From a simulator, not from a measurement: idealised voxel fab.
process module | voxel double patterning
This is section cut - it's 240 nm across, gridded in 5 nm square cells.
If you're reading a cross-section in this doc, picture square cells in a grid; it comes to you as bands, top ones listed first down to the bottom, and a band can be one or more rows of cells. Basically the band line says how high the top is and how high the bottom is, in nm, and then what's in it from left to right, every material with its width in nm. Empty space shows up as "blank", and if a single material carries "everywhere" it runs the full band edge to edge. Note: height 0 marks the level under which the wafer is uniformly one material as received. Lowest band unbounded below, written "0 down". The two numbers in a width such as "30 to 40" mark its ends across the band: the first belongs to the top row of cells, the second to the bottom row, and from each row to the next the width moves by the same amount. Take "changes: none" at face value: in the step it is given for, the cross-section changed in none of its cells. If an empty space has no open way to the top and is at least 8 cells in size, "Closed internal voids" lists it, written width x height at distance, where distance is measured from the left edge and every value is in nm. That trailing text on a step's line, after the settings, is the simulator's own remark on the step. Among the settings permitted on a step's line is "overlay nm"; applied to a step with a mask, it specifies the extent to which the mask lay to the right of its planned position, whereas a negative figure signifies a position to the left.

**Set out below are the planned steps of the process**
1: RECEIVE,material Si
2: CONFORMAL_DEP,material SiO2,thk nm 5
3: DIRECTIONAL_DEP,material polySi,thk nm 15
4: DIRECTIONAL_DEP,material SiCN,thk nm 5
5: MASKED_ETCH,tone open,mask id FIRST,width nm 15,pitch nm 50,etch materials SiCN,depth nm 5,overlay nm 0
6: DIRECTIONAL_DEP,material aC,thk nm 10
7: PATTERN,tone open,mask id SECOND,material resist,width nm 15,pitch nm 50,thk nm 25,overlay nm 0
8: DIRECTIONAL_ETCH,etch materials aC,depth nm 10
9: STRIP,etch materials resist
10: DIRECTIONAL_ETCH,etch materials SiCN,depth nm 5
11: STRIP,etch materials aC
12: DIRECTIONAL_ETCH,etch materials polySi,depth nm 15
13: STRIP,etch materials SiCN

**Cross-section of the wafer upon arrival, representing the state reached after step 1**
> 0 down  Si everywhere
> Closed internal voids: none

**The first of two wafers, cross-sectioned at the end of the module, with the run proceeding as planned**
> 20 to 5  60 polySi, then 15 blank, then 10 polySi, then 15 blank, then 10 polySi, then 15 blank, then 10 polySi, then 15 blank, then 10 polySi, then 15 blank, then 65 polySi
> 5 to 0  SiO2 everywhere
> 0 down  Si everywhere
> Closed internal voids: none

**Cross-section of the latter of the two wafers at module completion. It had an identical start and an identical plan to the former; in running it, one mistake was made**
> 20 to 5  55 polySi, then 25 blank, then 5 polySi, then 15 blank, then 5 polySi, then 25 blank, then 5 polySi, then 15 blank, then 5 polySi, then 25 blank, then 60 polySi
> 5 to 0  SiO2 everywhere
> 0 down  Si everywhere
> Closed internal voids: none
Here's what went sideways: for step 5, the planned setting was not used; the step was instead run as MASKED_ETCH,tone open,mask id FIRST,width nm 25,pitch nm 50,etch materials SiCN,depth nm 5,overlay nm 0
Count the cells at the end and the second wafer has more or fewer of some materials than the first: -18 polySi
